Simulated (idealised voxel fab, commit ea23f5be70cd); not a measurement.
The process module presented herein is designated voxel self aligned vias.
Each square cell in cross-section cut measures 5 nm, and the section as a whole is 145 nm wide.
If you're reading a cross-section in this doc, picture square cells in a grid; it comes to you as bands, top ones listed first down to the bottom, and a band can be one or more rows of cells. Basically the band line says how high the top is and how high the bottom is, in nm, and then what's in it from left to right, every material with its width in nm. Empty space shows up as "air", and if a single material carries "everywhere" it runs the full band edge to edge. Height is counted from the level 0, under which the received wafer is composed throughout of one material. The lowest of the bands is not closed at the bottom but continues downward, in the notation "0 -> down". The width entry "30 to 40" should be interpreted row by row: the top row of cells in the band takes the first number, the bottom row takes the second number, and the change between adjacent rows is uniform throughout. It should be understood that the words "nothing got changed", when stated for a given step, signify that the cross-section underwent no change in any of its cells during that step. "Closed void catalog" contains a list of empty spaces, each no smaller than 8 cells and without an open way to the top, written in the form width x height at distance with the distance from the left edge and all three in nm. It should be noted that, on the line of a given step, the content following the step's settings is a remark produced by the simulator itself with respect to that step. The optional step-line setting "overlay nm" applies to steps with a mask and quantifies how far to the right of its planned location the mask lay, a negative value indicating leftward placement.
THE PLANNED PROCESS STEPS ARE ENUMERATED HEREUNDER
1 op RECEIVE | material Si
2 op CONFORMAL_DEP | material SiO2 | thk nm 15
3 op CONFORMAL_DEP | material SiCN | thk nm 5
4 op DIRECTIONAL_DEP | material SiO2 | thk nm 20
5 op PATTERN | tone open | mask id LINES | material resist | width nm 20 | pitch nm 50 | thk nm 20 | overlay nm 0
6 op DIRECTIONAL_ETCH | etch materials SiO2 | depth nm 20
7 op STRIP | etch materials resist
8 op CONFORMAL_DEP | material TiN | thk nm 5
9 op FILL_DEP | material Ru | thk nm 10
10 op CMP | height nm 40
11 op SELECTIVE_ETCH | etch materials W Ru TiN | depth nm 5
12 op FILL_DEP | material SiN | thk nm 5
13 op CMP | height nm 40
14 op DIRECTIONAL_DEP | material SiO2 | thk nm 15
15 op PATTERN | tone open | mask id VIAS | material resist | width nm 30 | pitch nm 50 | thk nm 20 | overlay nm 0
16 op DIRECTIONAL_ETCH | etch materials SiO2 | depth nm 15
17 op DIRECTIONAL_ETCH | etch materials SiN | depth nm 5
18 op STRIP | etch materials resist
19 op CONFORMAL_DEP | material TiN | thk nm 5
20 op FILL_DEP | material W | thk nm 10
21 op CMP | height nm 55
22 op CONFORMAL_DEP | material SiCN | thk nm 5
ON THE FIRST OF THE TWO WAFERS: RUN CONDUCTED ACCORDING TO PLAN
AS-RECEIVED WAFER CROSS-SECTION (AFTER STEP 1)
> 0 -> down = Si everywhere
> Closed void catalog: none
PRESENTED HERE IS A CROSS-SECTION OF THE WAFER AFTER STEP 2 HAS BEEN PERFORMED
> 15 -> 0 = SiO2 everywhere
> Whatever lies below 0 is exactly as it was before.
PRESENTED HERE IS A CROSS-SECTION OF THE WAFER AFTER STEP 3 HAS BEEN PERFORMED
> 20 -> 15 = SiCN everywhere
> Whatever lies below 15 is exactly as it was before.
PRESENTED HERE IS A CROSS-SECTION OF THE WAFER AFTER STEP 4 HAS BEEN PERFORMED
> 40 -> 20 = SiO2 everywhere
> Whatever lies below 20 is exactly as it was before.
PRESENTED HERE IS A CROSS-SECTION OF THE WAFER AFTER STEP 5 HAS BEEN PERFORMED
> 60 -> 40 = resist 35 nm, air 20 nm, resist 30 nm, air 20 nm, resist 40 nm
> Whatever lies below 40 is exactly as it was before.
PRESENTED HERE IS A CROSS-SECTION OF THE WAFER AFTER STEP 6 HAS BEEN PERFORMED
> 60 -> 40 = resist 35 nm, air 20 nm, resist 30 nm, air 20 nm, resist 40 nm
> 40 -> 20 = SiO2 35 nm, air 20 nm, SiO2 30 nm, air 20 nm, SiO2 40 nm
> Whatever lies below 20 is exactly as it was before.
PRESENTED HERE IS A CROSS-SECTION OF THE WAFER AFTER STEP 7 HAS BEEN PERFORMED
> 40 -> 20 = SiO2 35 nm, air 20 nm, SiO2 30 nm, air 20 nm, SiO2 40 nm
> Whatever lies below 20 is exactly as it was before.
PRESENTED HERE IS A CROSS-SECTION OF THE WAFER AFTER STEP 8 HAS BEEN PERFORMED
> 45 -> 40 = TiN 40 nm, air 10 nm, TiN 40 nm, air 10 nm, TiN 45 nm
> 40 -> 25 = SiO2 35 nm, TiN 5 nm, air 10 nm, TiN 5 nm, SiO2 30 nm, TiN 5 nm, air 10 nm, TiN 5 nm, SiO2 40 nm
> 25 -> 20 = SiO2 35 nm, TiN 20 nm, SiO2 30 nm, TiN 20 nm, SiO2 40 nm
> Whatever lies below 20 is exactly as it was before.
PRESENTED HERE IS A CROSS-SECTION OF THE WAFER AFTER STEP 9 HAS BEEN PERFORMED
> 55 -> 45 = Ru everywhere
> 45 -> 40 = TiN 40 nm, Ru 10 nm, TiN 40 nm, Ru 10 nm, TiN 45 nm
> 40 -> 25 = SiO2 35 nm, TiN 5 nm, Ru 10 nm, TiN 5 nm, SiO2 30 nm, TiN 5 nm, Ru 10 nm, TiN 5 nm, SiO2 40 nm
> Whatever lies below 25 is exactly as it was before.
PRESENTED HERE IS A CROSS-SECTION OF THE WAFER AFTER STEP 10 HAS BEEN PERFORMED
> 40 -> 25 = SiO2 35 nm, TiN 5 nm, Ru 10 nm, TiN 5 nm, SiO2 30 nm, TiN 5 nm, Ru 10 nm, TiN 5 nm, SiO2 40 nm
> Whatever lies below 25 is exactly as it was before.
PRESENTED HERE IS A CROSS-SECTION OF THE WAFER AFTER STEP 11 HAS BEEN PERFORMED
> 40 -> 35 = SiO2 35 nm, air 20 nm, SiO2 30 nm, air 20 nm, SiO2 40 nm
> Whatever lies below 35 is exactly as it was before.
PRESENTED HERE IS A CROSS-SECTION OF THE WAFER AFTER STEP 12 HAS BEEN PERFORMED
> 45 -> 40 = SiN everywhere
> 40 -> 35 = SiO2 35 nm, SiN 20 nm, SiO2 30 nm, SiN 20 nm, SiO2 40 nm
> Whatever lies below 35 is exactly as it was before.
PRESENTED HERE IS A CROSS-SECTION OF THE WAFER AFTER STEP 13 HAS BEEN PERFORMED
> 40 -> 35 = SiO2 35 nm, SiN 20 nm, SiO2 30 nm, SiN 20 nm, SiO2 40 nm
> Whatever lies below 35 is exactly as it was before.
PRESENTED HERE IS A CROSS-SECTION OF THE WAFER AFTER STEP 14 HAS BEEN PERFORMED
> 55 -> 40 = SiO2 everywhere
> Whatever lies below 40 is exactly as it was before.
PRESENTED HERE IS A CROSS-SECTION OF THE WAFER AFTER STEP 15 HAS BEEN PERFORMED
> 75 -> 55 = resist 30 nm, air 30 nm, resist 20 nm, air 30 nm, resist 35 nm
> Whatever lies below 55 is exactly as it was before.
PRESENTED HERE IS A CROSS-SECTION OF THE WAFER AFTER STEP 16 HAS BEEN PERFORMED
> 75 -> 55 = resist 30 nm, air 30 nm, resist 20 nm, air 30 nm, resist 35 nm
> 55 -> 40 = SiO2 30 nm, air 30 nm, SiO2 20 nm, air 30 nm, SiO2 35 nm
> Whatever lies below 40 is exactly as it was before.
PRESENTED HERE IS A CROSS-SECTION OF THE WAFER AFTER STEP 17 HAS BEEN PERFORMED
> 75 -> 55 = resist 30 nm, air 30 nm, resist 20 nm, air 30 nm, resist 35 nm
> 55 -> 40 = SiO2 30 nm, air 30 nm, SiO2 20 nm, air 30 nm, SiO2 35 nm
> 40 -> 35 = SiO2 35 nm, air 20 nm, SiO2 30 nm, air 20 nm, SiO2 40 nm
> Whatever lies below 35 is exactly as it was before.
PRESENTED HERE IS A CROSS-SECTION OF THE WAFER AFTER STEP 18 HAS BEEN PERFORMED
> 55 -> 40 = SiO2 30 nm, air 30 nm, SiO2 20 nm, air 30 nm, SiO2 35 nm
> Whatever lies below 40 is exactly as it was before.
PRESENTED HERE IS A CROSS-SECTION OF THE WAFER AFTER STEP 19 HAS BEEN PERFORMED
> 60 -> 55 = TiN 35 nm, air 20 nm, TiN 30 nm, air 20 nm, TiN 40 nm
> 55 -> 45 = SiO2 30 nm, TiN 5 nm, air 20 nm, TiN 5 nm, SiO2 20 nm, TiN 5 nm, air 20 nm, TiN 5 nm, SiO2 35 nm
> 45 -> 40 = SiO2 30 nm, TiN 10 nm, air 10 nm, TiN 10 nm, SiO2 20 nm, TiN 10 nm, air 10 nm, TiN 10 nm, SiO2 35 nm
> 40 -> 35 = SiO2 35 nm, TiN 20 nm, SiO2 30 nm, TiN 20 nm, SiO2 40 nm
> Whatever lies below 35 is exactly as it was before.
PRESENTED HERE IS A CROSS-SECTION OF THE WAFER AFTER STEP 20 HAS BEEN PERFORMED
> 70 -> 60 = W everywhere
> 60 -> 55 = TiN 35 nm, W 20 nm, TiN 30 nm, W 20 nm, TiN 40 nm
> 55 -> 45 = SiO2 30 nm, TiN 5 nm, W 20 nm, TiN 5 nm, SiO2 20 nm, TiN 5 nm, W 20 nm, TiN 5 nm, SiO2 35 nm
> 45 -> 40 = SiO2 30 nm, TiN 10 nm, W 10 nm, TiN 10 nm, SiO2 20 nm, TiN 10 nm, W 10 nm, TiN 10 nm, SiO2 35 nm
> Whatever lies below 40 is exactly as it was before.
PRESENTED HERE IS A CROSS-SECTION OF THE WAFER AFTER STEP 21 HAS BEEN PERFORMED
> 55 -> 45 = SiO2 30 nm, TiN 5 nm, W 20 nm, TiN 5 nm, SiO2 20 nm, TiN 5 nm, W 20 nm, TiN 5 nm, SiO2 35 nm
> Whatever lies below 45 is exactly as it was before.
PRESENTED HERE IS A CROSS-SECTION OF THE WAFER AFTER STEP 22 HAS BEEN PERFORMED
> 60 -> 55 = SiCN everywhere
> Whatever lies below 55 is exactly as it was before.
FOR THE SECOND WAFER, TAKE THE FIRST WAFER'S START AND PLAN, THEN ADD ONE MISTAKE MADE IN RUNNING IT; EVERYTHING THROUGH STEP 1, THAT STEP INCLUDED, IS SHARED WITH THE FIRST
SECOND WAFER SHOWN IN CROSS-SECTION AT THE TIME STEP 2 WAS SLATED TO END
> 5 -> 0 = SiCN everywhere
> Whatever lies below 0 is exactly as it was before.
SECOND WAFER SHOWN IN CROSS-SECTION AT THE TIME STEP 3 WAS SLATED TO END
> 20 -> 5 = SiO2 everywhere
> Whatever lies below 5 is exactly as it was before.
SECOND WAFER SHOWN IN CROSS-SECTION AT THE TIME STEP 4 WAS SLATED TO END
> 40 -> 5 = SiO2 everywhere
> Whatever lies below 5 is exactly as it was before.
SECOND WAFER SHOWN IN CROSS-SECTION AT THE TIME STEP 5 WAS SLATED TO END
> 60 -> 40 = resist 35 nm, air 20 nm, resist 30 nm, air 20 nm, resist 40 nm
> Whatever lies below 40 is exactly as it was before.
SECOND WAFER SHOWN IN CROSS-SECTION AT THE TIME STEP 6 WAS SLATED TO END
> 60 -> 40 = resist 35 nm, air 20 nm, resist 30 nm, air 20 nm, resist 40 nm
> 40 -> 20 = SiO2 35 nm, air 20 nm, SiO2 30 nm, air 20 nm, SiO2 40 nm
> Whatever lies below 20 is exactly as it was before.
SECOND WAFER SHOWN IN CROSS-SECTION AT THE TIME STEP 7 WAS SLATED TO END
> 40 -> 20 = SiO2 35 nm, air 20 nm, SiO2 30 nm, air 20 nm, SiO2 40 nm
> Whatever lies below 20 is exactly as it was before.
SECOND WAFER SHOWN IN CROSS-SECTION AT THE TIME STEP 8 WAS SLATED TO END
> 45 -> 40 = TiN 40 nm, air 10 nm, TiN 40 nm, air 10 nm, TiN 45 nm
> 40 -> 25 = SiO2 35 nm, TiN 5 nm, air 10 nm, TiN 5 nm, SiO2 30 nm, TiN 5 nm, air 10 nm, TiN 5 nm, SiO2 40 nm
> 25 -> 20 = SiO2 35 nm, TiN 20 nm, SiO2 30 nm, TiN 20 nm, SiO2 40 nm
> Whatever lies below 20 is exactly as it was before.
SECOND WAFER SHOWN IN CROSS-SECTION AT THE TIME STEP 9 WAS SLATED TO END
> 55 -> 45 = Ru everywhere
> 45 -> 40 = TiN 40 nm, Ru 10 nm, TiN 40 nm, Ru 10 nm, TiN 45 nm
> 40 -> 25 = SiO2 35 nm, TiN 5 nm, Ru 10 nm, TiN 5 nm, SiO2 30 nm, TiN 5 nm, Ru 10 nm, TiN 5 nm, SiO2 40 nm
> Whatever lies below 25 is exactly as it was before.
SECOND WAFER SHOWN IN CROSS-SECTION AT THE TIME STEP 10 WAS SLATED TO END
> 40 -> 25 = SiO2 35 nm, TiN 5 nm, Ru 10 nm, TiN 5 nm, SiO2 30 nm, TiN 5 nm, Ru 10 nm, TiN 5 nm, SiO2 40 nm
> Whatever lies below 25 is exactly as it was before.
SECOND WAFER SHOWN IN CROSS-SECTION AT THE TIME STEP 11 WAS SLATED TO END
> 40 -> 35 = SiO2 35 nm, air 20 nm, SiO2 30 nm, air 20 nm, SiO2 40 nm
> Whatever lies below 35 is exactly as it was before.
SECOND WAFER SHOWN IN CROSS-SECTION AT THE TIME STEP 12 WAS SLATED TO END
> 45 -> 40 = SiN everywhere
> 40 -> 35 = SiO2 35 nm, SiN 20 nm, SiO2 30 nm, SiN 20 nm, SiO2 40 nm
> Whatever lies below 35 is exactly as it was before.
SECOND WAFER SHOWN IN CROSS-SECTION AT THE TIME STEP 13 WAS SLATED TO END
> 40 -> 35 = SiO2 35 nm, SiN 20 nm, SiO2 30 nm, SiN 20 nm, SiO2 40 nm
> Whatever lies below 35 is exactly as it was before.
SECOND WAFER SHOWN IN CROSS-SECTION AT THE TIME STEP 14 WAS SLATED TO END
> 55 -> 40 = SiO2 everywhere
> Whatever lies below 40 is exactly as it was before.
SECOND WAFER SHOWN IN CROSS-SECTION AT THE TIME STEP 15 WAS SLATED TO END
> 75 -> 55 = resist 30 nm, air 30 nm, resist 20 nm, air 30 nm, resist 35 nm
> Whatever lies below 55 is exactly as it was before.
SECOND WAFER SHOWN IN CROSS-SECTION AT THE TIME STEP 16 WAS SLATED TO END
> 75 -> 55 = resist 30 nm, air 30 nm, resist 20 nm, air 30 nm, resist 35 nm
> 55 -> 40 = SiO2 30 nm, air 30 nm, SiO2 20 nm, air 30 nm, SiO2 35 nm
> Whatever lies below 40 is exactly as it was before.
SECOND WAFER SHOWN IN CROSS-SECTION AT THE TIME STEP 17 WAS SLATED TO END
> 75 -> 55 = resist 30 nm, air 30 nm, resist 20 nm, air 30 nm, resist 35 nm
> 55 -> 40 = SiO2 30 nm, air 30 nm, SiO2 20 nm, air 30 nm, SiO2 35 nm
> 40 -> 35 = SiO2 35 nm, air 20 nm, SiO2 30 nm, air 20 nm, SiO2 40 nm
> Whatever lies below 35 is exactly as it was before.
SECOND WAFER SHOWN IN CROSS-SECTION AT THE TIME STEP 18 WAS SLATED TO END
> 55 -> 40 = SiO2 30 nm, air 30 nm, SiO2 20 nm, air 30 nm, SiO2 35 nm
> Whatever lies below 40 is exactly as it was before.
SECOND WAFER SHOWN IN CROSS-SECTION AT THE TIME STEP 19 WAS SLATED TO END
> 60 -> 55 = TiN 35 nm, air 20 nm, TiN 30 nm, air 20 nm, TiN 40 nm
> 55 -> 45 = SiO2 30 nm, TiN 5 nm, air 20 nm, TiN 5 nm, SiO2 20 nm, TiN 5 nm, air 20 nm, TiN 5 nm, SiO2 35 nm
> 45 -> 40 = SiO2 30 nm, TiN 10 nm, air 10 nm, TiN 10 nm, SiO2 20 nm, TiN 10 nm, air 10 nm, TiN 10 nm, SiO2 35 nm
> 40 -> 35 = SiO2 35 nm, TiN 20 nm, SiO2 30 nm, TiN 20 nm, SiO2 40 nm
> Whatever lies below 35 is exactly as it was before.
SECOND WAFER SHOWN IN CROSS-SECTION AT THE TIME STEP 20 WAS SLATED TO END
> 70 -> 60 = W everywhere
> 60 -> 55 = TiN 35 nm, W 20 nm, TiN 30 nm, W 20 nm, TiN 40 nm
> 55 -> 45 = SiO2 30 nm, TiN 5 nm, W 20 nm, TiN 5 nm, SiO2 20 nm, TiN 5 nm, W 20 nm, TiN 5 nm, SiO2 35 nm
> 45 -> 40 = SiO2 30 nm, TiN 10 nm, W 10 nm, TiN 10 nm, SiO2 20 nm, TiN 10 nm, W 10 nm, TiN 10 nm, SiO2 35 nm
> Whatever lies below 40 is exactly as it was before.
SECOND WAFER SHOWN IN CROSS-SECTION AT THE TIME STEP 21 WAS SLATED TO END
> 55 -> 45 = SiO2 30 nm, TiN 5 nm, W 20 nm, TiN 5 nm, SiO2 20 nm, TiN 5 nm, W 20 nm, TiN 5 nm, SiO2 35 nm
> Whatever lies below 45 is exactly as it was before.
SECOND WAFER SHOWN IN CROSS-SECTION AT THE TIME STEP 22 WAS SLATED TO END
> 60 -> 55 = SiCN everywhere
> Whatever lies below 55 is exactly as it was before.
Run error: ran 2 and 3 in swapped order versus the plan
at the end the second wafer has, in cells: as many of each material as the first, in other places
